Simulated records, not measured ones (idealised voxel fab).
The name of this process module is voxel double patterning.
The cross-section on display is named cut; it measures 230 nm wide, and its cells are 5 nm squares.
When this document writes out a cross-section, it uses a grid of square cells and lists it as bands, beginning at the top and moving down, with a band standing for one or more rows of cells. Heights first: top, then bottom, in nm. Then materials, left to right, each with a width in nm. "everywhere" on a single material: fills the band edge to edge. "blank": empty space. It should be noted that heights are counted from 0, beneath which the wafer as supplied is of one material throughout, and that the lowest band possesses no lower boundary but continues downward, as written in "0 and below". Width: "30->40" (first number = top row, second number = bottom row, same change from row to row of cells). Where the words "everything unchanged" appear for a step, the cross-section shows no cell changed by that step; every cell remained as before. "Fully sealed voids" enumerates empty spaces isolated from the top, with no open way to it, that contain at least 8 cells, giving each as width x height at distance from the left edge, all three in nm. Heads up: the bit after the settings on a step's line is the simulator's remark on that step. overlay nm: step with mask; distance mask lay right of planned place; negative value = left of planned place.

# These are the steps we planned for the process
1) RECEIVE | material Si
2) CONFORMAL_DEP | material SiO2 | thk nm 5
3) DIRECTIONAL_DEP | material TiN | thk nm 20
4) DIRECTIONAL_DEP | material SiCN | thk nm 10
5) MASKED_ETCH | tone open | mask id FIRST | width nm 15 | pitch nm 50 | etch materials SiCN | depth nm 10 | overlay nm 0
6) DIRECTIONAL_DEP | material aC | thk nm 10
7) PATTERN | tone open | mask id SECOND | material resist | width nm 15 | pitch nm 50 | thk nm 25 | overlay nm 0
8) DIRECTIONAL_ETCH | etch materials aC | depth nm 10
9) STRIP | etch materials resist
10) DIRECTIONAL_ETCH | etch materials SiCN | depth nm 10
11) STRIP | etch materials aC
12) DIRECTIONAL_ETCH | etch materials TiN | depth nm 20
13) STRIP | etch materials SiCN

# Cross-section of the wafer upon arrival, representing the state reached after step 1
> 0 and below = Si everywhere
> Fully sealed voids: none

# The following cross-section depicts the wafer upon conclusion of the module. Processing commenced from the starting condition illustrated above and adhered to the plan illustrated above, save for one mistake in execution
> 25 down to 0 = SiO2 everywhere
> 0 and below = Si everywhere
> Fully sealed voids: none
What broke from the plan during processing? note that step 3 departed from the planned setting and was carried out as DIRECTIONAL_DEP | material SiO2 | thk nm 20
